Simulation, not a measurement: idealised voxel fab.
Process module under the name voxel transistor to metal
The cross-section shown here is cut; it is 210 nm wide and divided into square cells measuring 5 nm on a side.
A cross-section is a grid of square cells, given in bands from the top down. A band is one or more rows of cells.
Top, bottom (nm), then materials left to right with widths (nm); lone material tagged "everywhere" fills the whole band edge to edge; "air" = empty space.
Convention: height 0 is the level below which the wafer, as received, is all one material. The lowest band does not terminate at the bottom but continues downward, represented as "z 0 and below".
The two numbers in a width such as "30->40" mark its ends across the band: the first belongs to the top row of cells, the second to the bottom row, and from each row to the next the width moves by the same amount.
What does "everything unchanged" mean for a step? It means no cell of the cross-section changed in that step.
In "Enclosed void entries" the enclosed voids are listed, meaning empty spaces of 8 cells or larger without any opening to the top. The form is width x height at distance, distance from the left edge, units nm.
On a step's line, text after the settings is the simulator commenting on that step.
The "overlay nm" setting may appear on a step's line; for a step that uses a mask, it gives how far to the right of its planned position the mask lay, and a negative value indicates the left.
[Listed below are the process steps as planned]
1 RECEIVE with material Si
2 CONFORMAL_DEP with material SiO2, thk nm 5
3 CONFORMAL_DEP with material SiN, thk nm 10
4 DIRECTIONAL_DEP with material aC, thk nm 10
5 PATTERN with tone cover, mask id ACTIVE, material resist, width nm 105, thk nm 25, overlay nm 0
6 DIRECTIONAL_ETCH with etch materials aC, depth nm 10
7 STRIP with etch materials resist
8 DIRECTIONAL_ETCH with etch materials SiN, depth nm 10
9 DIRECTIONAL_ETCH with etch materials SiO2, depth nm 5
10 DIRECTIONAL_ETCH with etch materials Si, depth nm 30
11 STRIP with etch materials aC
12 FILL_DEP with material SiO2, thk nm 15
13 CMP with height nm 15
14 SELECTIVE_ETCH with etch materials SiO2, depth nm 5
15 STRIP with etch materials SiN
16 SELECTIVE_ETCH with etch materials SiO2, depth nm 5
17 OXIDIZE with depth nm 5
18 DIRECTIONAL_DEP with material polySi, thk nm 20
19 DIRECTIONAL_DEP with material SiCN, thk nm 10
20 DIRECTIONAL_DEP with material aC, thk nm 10
21 PATTERN with tone cover, mask id GATE, material resist, width nm 15, thk nm 30, overlay nm 0
22 DIRECTIONAL_ETCH with etch materials aC, depth nm 10
23 STRIP with etch materials resist
24 DIRECTIONAL_ETCH with etch materials SiCN, depth nm 20
25 DIRECTIONAL_ETCH with etch materials polySi, depth nm 30
26 STRIP with etch materials aC
27 CONFORMAL_DEP with material SiN, thk nm 5
28 DIRECTIONAL_ETCH with etch materials SiN, depth nm 5
29 DIRECTIONAL_ETCH with etch materials SiO2, depth nm 5
30 EPI with material pSi, thk nm 5
31 FILL_DEP with material SiO2, thk nm 10
32 CMP with height nm 30
33 DIRECTIONAL_DEP with material SiO2, thk nm 15
34 PATTERN with tone open, mask id CONTACT, material resist, width nm 30, pitch nm 55, thk nm 20, overlay nm 0
35 DIRECTIONAL_ETCH with etch materials SiO2, depth nm 45
36 STRIP with etch materials resist
37 CONFORMAL_DEP with material TiN, thk nm 5
38 FILL_DEP with material W, thk nm 5
39 CMP with height nm 45
40 DIRECTIONAL_DEP with material TiN, thk nm 5
41 DIRECTIONAL_DEP with material W, thk nm 25
42 DIRECTIONAL_DEP with material aC, thk nm 15
43 PATTERN with tone cover, mask id METAL_1, material resist, width nm 15, pitch nm 70, thk nm 35, overlay nm 0
44 DIRECTIONAL_ETCH with etch materials aC, depth nm 15
45 STRIP with etch materials resist
46 DIRECTIONAL_ETCH with etch materials W, depth nm 25
47 DIRECTIONAL_ETCH with etch materials TiN, depth nm 5
48 STRIP with etch materials aC
49 FILL_DEP with material SiO2, thk nm 10
50 CMP with height nm 75
51 CONFORMAL_DEP with material SiN, thk nm 5
[First wafer of two (run as planned)]
[Received-state cross-section, reflecting completion of step 1]
* z 0 and below = Si everywhere
* Enclosed void entries: none
[Cross-section of the wafer after step 2]
* z 5 to 0 = SiO2 everywhere
* Everything below 0 is unchanged.
[Cross-section of the wafer after step 3]
* z 15 to 5 = SiN everywhere
* Everything below 5 is unchanged.
[Cross-section of the wafer after step 4]
* z 25 to 15 = aC everywhere
* Everything below 15 is unchanged.
[Cross-section of the wafer after step 5]
* z 50 to 25 = air: 50 / resist: 105 / air: 55
* Everything below 25 is unchanged.
[Cross-section of the wafer after step 6]
* z 40 to 25 = air: 50 / resist: 105 / air: 55
* z 25 to 15 = air: 50 / aC: 105 / air: 55
* Everything below 15 is unchanged.
[Cross-section of the wafer after step 7]
* z 25 to 15 = air: 50 / aC: 105 / air: 55
* Everything below 15 is unchanged.
[Cross-section of the wafer after step 8]
* z 25 to 15 = air: 50 / aC: 105 / air: 55
* z 15 to 5 = air: 50 / SiN: 105 / air: 55
* Everything below 5 is unchanged.
[Cross-section of the wafer after step 9]
* z 25 to 15 = air: 50 / aC: 105 / air: 55
* z 15 to 5 = air: 50 / SiN: 105 / air: 55
* z 5 to 0 = air: 50 / SiO2: 105 / air: 55
* Everything below 0 is unchanged.
[Cross-section of the wafer after step 10]
* z 25 to 15 = air: 50 / aC: 105 / air: 55
* z 15 to 5 = air: 50 / SiN: 105 / air: 55
* z 5 to 0 = air: 50 / SiO2: 105 / air: 55
* z 0 to -30 = air: 50 / Si: 105 / air: 55
* Everything below -30 is unchanged.
[Cross-section of the wafer after step 11]
* z 15 to 5 = air: 50 / SiN: 105 / air: 55
* Everything below 5 is unchanged.
[Cross-section of the wafer after step 12]
* z 30 to 15 = SiO2 everywhere
* z 15 to 5 = SiO2: 50 / SiN: 105 / SiO2: 55
* z 5 to 0 = SiO2 everywhere
* z 0 to -30 = SiO2: 50 / Si: 105 / SiO2: 55
* Everything below -30 is unchanged.
[Cross-section of the wafer after step 13]
* z 15 to 5 = SiO2: 50 / SiN: 105 / SiO2: 55
* Everything below 5 is unchanged.
[Cross-section of the wafer after step 14]
* z 15 to 10 = air: 50 / SiN: 105 / air: 55
* Everything below 10 is unchanged.
[Cross-section of the wafer after step 15]
* z 10 to 5 = SiO2: 50 / air: 105 / SiO2: 55
* Everything below 5 is unchanged.
[Cross-section of the wafer after step 16]
* z 5 to 0 = SiO2: 45 / air: 115 / SiO2: 50
* Everything below 0 is unchanged.
[Cross-section of the wafer after step 17]
* z 5 to 0 = SiO2: 45 / air: 115 / SiO2: 50
* z 0 to -5 = SiO2 everywhere
* Everything below -5 is unchanged.
[Cross-section of the wafer after step 18]
* z 25 to 20 = polySi: 45 / air: 115 / polySi: 50
* z 20 to 5 = polySi everywhere
* z 5 to 0 = SiO2: 45 / polySi: 115 / SiO2: 50
* Everything below 0 is unchanged.
[Cross-section of the wafer after step 19]
* z 35 to 30 = SiCN: 45 / air: 115 / SiCN: 50
* z 30 to 25 = SiCN everywhere
* z 25 to 20 = polySi: 45 / SiCN: 115 / polySi: 50
* Everything below 20 is unchanged.
[Cross-section of the wafer after step 20]
* z 45 to 40 = aC: 45 / air: 115 / aC: 50
* z 40 to 35 = aC everywhere
* z 35 to 30 = SiCN: 45 / aC: 115 / SiCN: 50
* Everything below 30 is unchanged.
[Cross-section of the wafer after step 21]
* z 75 to 45 = air: 95 / resist: 15 / air: 100
* z 45 to 40 = aC: 45 / air: 50 / resist: 15 / air: 50 / aC: 50
* Everything below 40 is unchanged.
[Cross-section of the wafer after step 22]
* z 65 to 40 = air: 95 / resist: 15 / air: 100
* z 40 to 35 = air: 95 / aC: 15 / air: 100
* z 35 to 30 = SiCN: 45 / air: 50 / aC: 15 / air: 50 / SiCN: 50
* Everything below 30 is unchanged.
[Cross-section of the wafer after step 23]
* z 40 to 35 = air: 95 / aC: 15 / air: 100
* Everything below 35 is unchanged.
[Cross-section of the wafer after step 24]
* z 40 to 30 = air: 95 / aC: 15 / air: 100
* z 30 to 25 = air: 95 / SiCN: 15 / air: 100
* z 25 to 20 = polySi: 45 / air: 50 / SiCN: 15 / air: 50 / polySi: 50
* Everything below 20 is unchanged.
[Cross-section of the wafer after step 25]
* z 40 to 30 = air: 95 / aC: 15 / air: 100
* z 30 to 20 = air: 95 / SiCN: 15 / air: 100
* z 20 to 5 = air: 95 / polySi: 15 / air: 100
* z 5 to 0 = SiO2: 45 / air: 50 / polySi: 15 / air: 50 / SiO2: 50
* Everything below 0 is unchanged.
[Cross-section of the wafer after step 26]
* z 30 to 20 = air: 95 / SiCN: 15 / air: 100
* Everything below 20 is unchanged.
[Cross-section of the wafer after step 27]
* z 35 to 30 = air: 90 / SiN: 25 / air: 95
* z 30 to 20 = air: 90 / SiN: 5 / SiCN: 15 / SiN: 5 / air: 95
* z 20 to 10 = air: 90 / SiN: 5 / polySi: 15 / SiN: 5 / air: 95
* z 10 to 5 = SiN: 50 / air: 40 / SiN: 5 / polySi: 15 / SiN: 5 / air: 40 / SiN: 55
* z 5 to 0 = SiO2: 45 / SiN: 50 / polySi: 15 / SiN: 50 / SiO2: 50
* Everything below 0 is unchanged.
[Cross-section of the wafer after step 28]
* z 30 to 20 = air: 90 / SiN: 5 / SiCN: 15 / SiN: 5 / air: 95
* z 20 to 5 = air: 90 / SiN: 5 / polySi: 15 / SiN: 5 / air: 95
* z 5 to 0 = SiO2: 45 / SiN: 5 / air: 40 / SiN: 5 / polySi: 15 / SiN: 5 / air: 40 / SiN: 5 / SiO2: 50
* Everything below 0 is unchanged.
[Cross-section of the wafer after step 29]
* z 30 to 20 = air: 90 / SiN: 5 / SiCN: 15 / SiN: 5 / air: 95
* z 20 to 5 = air: 90 / SiN: 5 / polySi: 15 / SiN: 5 / air: 95
* z 5 to 0 = air: 45 / SiN: 5 / air: 40 / SiN: 5 / polySi: 15 / SiN: 5 / air: 40 / SiN: 5 / air: 50
* z 0 to -5 = SiO2: 50 / air: 40 / SiO2: 25 / air: 40 / SiO2: 55
* Everything below -5 is unchanged.
[Cross-section of the wafer after step 30]
* z 30 to 20 = air: 90 / SiN: 5 / SiCN: 15 / SiN: 5 / air: 95
* z 20 to 5 = air: 90 / SiN: 5 / polySi: 15 / SiN: 5 / air: 95
* z 5 to 0 = air: 45 / SiN: 5 / air: 40 / SiN: 5 / polySi: 15 / SiN: 5 / air: 40 / SiN: 5 / air: 50
* z 0 to -5 = SiO2: 50 / pSi: 40 / SiO2: 25 / pSi: 40 / SiO2: 55
* Everything below -5 is unchanged.
[Cross-section of the wafer after step 31]
* z 40 to 30 = SiO2 everywhere
* z 30 to 20 = SiO2: 90 / SiN: 5 / SiCN: 15 / SiN: 5 / SiO2: 95
* z 20 to 5 = SiO2: 90 / SiN: 5 / polySi: 15 / SiN: 5 / SiO2: 95
* z 5 to 0 = SiO2: 45 / SiN: 5 / SiO2: 40 / SiN: 5 / polySi: 15 / SiN: 5 / SiO2: 40 / SiN: 5 / SiO2: 50
* Everything below 0 is unchanged.
[Cross-section of the wafer after step 32]
* z 30 to 20 = SiO2: 90 / SiN: 5 / SiCN: 15 / SiN: 5 / SiO2: 95
* Everything below 20 is unchanged.
[Cross-section of the wafer after step 33]
* z 45 to 30 = SiO2 everywhere
* Everything below 30 is unchanged.
[Cross-section of the wafer after step 34]
* z 65 to 45 = resist: 60 / air: 30 / resist: 25 / air: 30 / resist: 65
* Everything below 45 is unchanged.
[Cross-section of the wafer after step 35]
* z 65 to 45 = resist: 60 / air: 30 / resist: 25 / air: 30 / resist: 65
* z 45 to 30 = SiO2: 60 / air: 30 / SiO2: 25 / air: 30 / SiO2: 65
* z 30 to 20 = SiO2: 60 / air: 30 / SiN: 5 / SiCN: 15 / SiN: 5 / air: 30 / SiO2: 65
* z 20 to 5 = SiO2: 60 / air: 30 / SiN: 5 / polySi: 15 / SiN: 5 / air: 30 / SiO2: 65
* z 5 to 0 = SiO2: 45 / SiN: 5 / SiO2: 10 / air: 30 / SiN: 5 / polySi: 15 / SiN: 5 / air: 30 / SiO2: 10 / SiN: 5 / SiO2: 50
* Everything below 0 is unchanged.
[Cross-section of the wafer after step 36]
* z 45 to 30 = SiO2: 60 / air: 30 / SiO2: 25 / air: 30 / SiO2: 65
* Everything below 30 is unchanged.
[Cross-section of the wafer after step 37]
* z 50 to 45 = TiN: 65 / air: 20 / TiN: 35 / air: 20 / TiN: 70
* z 45 to 30 = SiO2: 60 / TiN: 5 / air: 20 / TiN: 5 / SiO2: 25 / TiN: 5 / air: 20 / TiN: 5 / SiO2: 65
* z 30 to 20 = SiO2: 60 / TiN: 5 / air: 20 / TiN: 5 / SiN: 5 / SiCN: 15 / SiN: 5 / TiN: 5 / air: 20 / TiN: 5 / SiO2: 65
* z 20 to 5 = SiO2: 60 / TiN: 5 / air: 20 / TiN: 5 / SiN: 5 / polySi: 15 / SiN: 5 / TiN: 5 / air: 20 / TiN: 5 / SiO2: 65
* z 5 to 0 = SiO2: 45 / SiN: 5 / SiO2: 10 / TiN: 30 / SiN: 5 / polySi: 15 / SiN: 5 / TiN: 30 / SiO2: 10 / SiN: 5 / SiO2: 50
* Everything below 0 is unchanged.
[Cross-section of the wafer after step 38]
* z 55 to 50 = W everywhere
* z 50 to 45 = TiN: 65 / W: 20 / TiN: 35 / W: 20 / TiN: 70
* z 45 to 30 = SiO2: 60 / TiN: 5 / W: 20 / TiN: 5 / SiO2: 25 / TiN: 5 / W: 20 / TiN: 5 / SiO2: 65
* z 30 to 20 = SiO2: 60 / TiN: 5 / W: 20 / TiN: 5 / SiN: 5 / SiCN: 15 / SiN: 5 / TiN: 5 / W: 20 / TiN: 5 / SiO2: 65
* z 20 to 5 = SiO2: 60 / TiN: 5 / W: 20 / TiN: 5 / SiN: 5 / polySi: 15 / SiN: 5 / TiN: 5 / W: 20 / TiN: 5 / SiO2: 65
* Everything below 5 is unchanged.
[Cross-section of the wafer after step 39]
* z 45 to 30 = SiO2: 60 / TiN: 5 / W: 20 / TiN: 5 / SiO2: 25 / TiN: 5 / W: 20 / TiN: 5 / SiO2: 65
* Everything below 30 is unchanged.
[Cross-section of the wafer after step 40]
* z 50 to 45 = TiN everywhere
* Everything below 45 is unchanged.
[Cross-section of the wafer after step 41]
* z 75 to 50 = W everywhere
* Everything below 50 is unchanged.
[Cross-section of the wafer after step 42]
* z 90 to 75 = aC everywhere
* Everything below 75 is unchanged.
[Cross-section of the wafer after step 43]
* z 125 to 90 = air: 60 / resist: 15 / air: 55 / resist: 15 / air: 65
* Everything below 90 is unchanged.
[Cross-section of the wafer after step 44]
* z 110 to 90 = air: 60 / resist: 15 / air: 55 / resist: 15 / air: 65
* z 90 to 75 = air: 60 / aC: 15 / air: 55 / aC: 15 / air: 65
* Everything below 75 is unchanged.
[Cross-section of the wafer after step 45]
* z 90 to 75 = air: 60 / aC: 15 / air: 55 / aC: 15 / air: 65
* Everything below 75 is unchanged.
[Cross-section of the wafer after step 46]
* z 90 to 75 = air: 60 / aC: 15 / air: 55 / aC: 15 / air: 65
* z 75 to 50 = air: 60 / W: 15 / air: 55 / W: 15 / air: 65
* Everything below 50 is unchanged.
[Cross-section of the wafer after step 47]
* z 90 to 75 = air: 60 / aC: 15 / air: 55 / aC: 15 / air: 65
* z 75 to 50 = air: 60 / W: 15 / air: 55 / W: 15 / air: 65
* z 50 to 45 = air: 60 / TiN: 15 / air: 55 / TiN: 15 / air: 65
* Everything below 45 is unchanged.
[Cross-section of the wafer after step 48]
* z 75 to 50 = air: 60 / W: 15 / air: 55 / W: 15 / air: 65
* Everything below 50 is unchanged.
[Cross-section of the wafer after step 49]
* z 85 to 75 = SiO2 everywhere
* z 75 to 50 = SiO2: 60 / W: 15 / SiO2: 55 / W: 15 / SiO2: 65
* z 50 to 45 = SiO2: 60 / TiN: 15 / SiO2: 55 / TiN: 15 / SiO2: 65
* Everything below 45 is unchanged.
[Cross-section of the wafer after step 50]
* z 75 to 50 = SiO2: 60 / W: 15 / SiO2: 55 / W: 15 / SiO2: 65
* Everything below 50 is unchanged.
[Cross-section of the wafer after step 51]
* z 80 to 75 = SiN everywhere
* Everything below 75 is unchanged.
[The remaining wafer, second of the two, started like the first and was run to the same plan, except that one mistake was made along the way; the two coincide through step 33, inclusive]
[Second wafer profile in section, at the moment step 34 of the plan was meant to be complete]
* z 65 to 45 = resist: 55 / air: 40 / resist: 15 / air: 40 / resist: 60
* Everything below 45 is unchanged.
[Second wafer profile in section, at the moment step 35 of the plan was meant to be complete]
* z 65 to 45 = resist: 55 / air: 40 / resist: 15 / air: 40 / resist: 60
* z 45 to 30 = SiO2: 55 / air: 40 / SiO2: 15 / air: 40 / SiO2: 60
* z 30 to 20 = SiO2: 55 / air: 35 / SiN: 5 / SiCN: 15 / SiN: 5 / air: 35 / SiO2: 60
* z 20 to 5 = SiO2: 55 / air: 35 / SiN: 5 / polySi: 15 / SiN: 5 / air: 35 / SiO2: 60
* z 5 to 0 = SiO2: 45 / SiN: 5 / SiO2: 5 / air: 35 / SiN: 5 / polySi: 15 / SiN: 5 / air: 35 / SiO2: 5 / SiN: 5 / SiO2: 50
* Everything below 0 is unchanged.
[Second wafer profile in section, at the moment step 36 of the plan was meant to be complete]
* z 45 to 30 = SiO2: 55 / air: 40 / SiO2: 15 / air: 40 / SiO2: 60
* Everything below 30 is unchanged.
[Second wafer profile in section, at the moment step 37 of the plan was meant to be complete]
* z 50 to 45 = TiN: 60 / air: 30 / TiN: 25 / air: 30 / TiN: 65
* z 45 to 35 = SiO2: 55 / TiN: 5 / air: 30 / TiN: 5 / SiO2: 15 / TiN: 5 / air: 30 / TiN: 5 / SiO2: 60
* z 35 to 30 = SiO2: 55 / TiN: 5 / air: 25 / TiN: 10 / SiO2: 15 / TiN: 10 / air: 25 / TiN: 5 / SiO2: 60
* z 30 to 20 = SiO2: 55 / TiN: 5 / air: 25 / TiN: 5 / SiN: 5 / SiCN: 15 / SiN: 5 / TiN: 5 / air: 25 / TiN: 5 / SiO2: 60
* z 20 to 5 = SiO2: 55 / TiN: 5 / air: 25 / TiN: 5 / SiN: 5 / polySi: 15 / SiN: 5 / TiN: 5 / air: 25 / TiN: 5 / SiO2: 60
* z 5 to 0 = SiO2: 45 / SiN: 5 / SiO2: 5 / TiN: 35 / SiN: 5 / polySi: 15 / SiN: 5 / TiN: 35 / SiO2: 5 / SiN: 5 / SiO2: 50
* Everything below 0 is unchanged.
[Second wafer profile in section, at the moment step 38 of the plan was meant to be complete]
* z 55 to 50 = W everywhere
* z 50 to 45 = TiN: 60 / W: 30 / TiN: 25 / W: 30 / TiN: 65
* z 45 to 35 = SiO2: 55 / TiN: 5 / W: 30 / TiN: 5 / SiO2: 15 / TiN: 5 / W: 30 / TiN: 5 / SiO2: 60
* z 35 to 30 = SiO2: 55 / TiN: 5 / W: 25 / TiN: 10 / SiO2: 15 / TiN: 10 / W: 25 / TiN: 5 / SiO2: 60
* z 30 to 20 = SiO2: 55 / TiN: 5 / W: 25 / TiN: 5 / SiN: 5 / SiCN: 15 / SiN: 5 / TiN: 5 / W: 25 / TiN: 5 / SiO2: 60
* z 20 to 5 = SiO2: 55 / TiN: 5 / W: 25 / TiN: 5 / SiN: 5 / polySi: 15 / SiN: 5 / TiN: 5 / W: 25 / TiN: 5 / SiO2: 60
* Everything below 5 is unchanged.
[Second wafer profile in section, at the moment step 39 of the plan was meant to be complete]
* z 45 to 35 = SiO2: 55 / TiN: 5 / W: 30 / TiN: 5 / SiO2: 15 / TiN: 5 / W: 30 / TiN: 5 / SiO2: 60
* Everything below 35 is unchanged.
[Second wafer profile in section, at the moment step 40 of the plan was meant to be complete]
* z 50 to 45 = TiN everywhere
* Everything below 45 is unchanged.
[Second wafer profile in section, at the moment step 41 of the plan was meant to be complete]
* z 75 to 50 = W everywhere
* Everything below 50 is unchanged.
[Second wafer profile in section, at the moment step 42 of the plan was meant to be complete]
* z 90 to 75 = aC everywhere
* Everything below 75 is unchanged.
[Second wafer profile in section, at the moment step 43 of the plan was meant to be complete]
* z 125 to 90 = air: 60 / resist: 15 / air: 55 / resist: 15 / air: 65
* Everything below 90 is unchanged.
[Second wafer profile in section, at the moment step 44 of the plan was meant to be complete]
* z 110 to 90 = air: 60 / resist: 15 / air: 55 / resist: 15 / air: 65
* z 90 to 75 = air: 60 / aC: 15 / air: 55 / aC: 15 / air: 65
* Everything below 75 is unchanged.
[Second wafer profile in section, at the moment step 45 of the plan was meant to be complete]
* z 90 to 75 = air: 60 / aC: 15 / air: 55 / aC: 15 / air: 65
* Everything below 75 is unchanged.
[Second wafer profile in section, at the moment step 46 of the plan was meant to be complete]
* z 90 to 75 = air: 60 / aC: 15 / air: 55 / aC: 15 / air: 65
* z 75 to 50 = air: 60 / W: 15 / air: 55 / W: 15 / air: 65
* Everything below 50 is unchanged.
[Second wafer profile in section, at the moment step 47 of the plan was meant to be complete]
* z 90 to 75 = air: 60 / aC: 15 / air: 55 / aC: 15 / air: 65
* z 75 to 50 = air: 60 / W: 15 / air: 55 / W: 15 / air: 65
* z 50 to 45 = air: 60 / TiN: 15 / air: 55 / TiN: 15 / air: 65
* Everything below 45 is unchanged.
[Second wafer profile in section, at the moment step 48 of the plan was meant to be complete]
* z 75 to 50 = air: 60 / W: 15 / air: 55 / W: 15 / air: 65
* Everything below 50 is unchanged.
[Second wafer profile in section, at the moment step 49 of the plan was meant to be complete]
* z 85 to 75 = SiO2 everywhere
* z 75 to 50 = SiO2: 60 / W: 15 / SiO2: 55 / W: 15 / SiO2: 65
* z 50 to 45 = SiO2: 60 / TiN: 15 / SiO2: 55 / TiN: 15 / SiO2: 65
* Everything below 45 is unchanged.
[Second wafer profile in section, at the moment step 50 of the plan was meant to be complete]
* z 75 to 50 = SiO2: 60 / W: 15 / SiO2: 55 / W: 15 / SiO2: 65
* Everything below 50 is unchanged.
[Second wafer profile in section, at the moment step 51 of the plan was meant to be complete]
* z 80 to 75 = SiN everywhere
* Everything below 75 is unchanged.
What broke from the plan during processing? step 34 ran as: PATTERN with tone open, mask id CONTACT, material resist, width nm 40, pitch nm 55, thk nm 20, overlay nm 0
The second wafer ends with more or fewer cells of some materials than the first, per final count: SiO2 -24; TiN +4; W +20
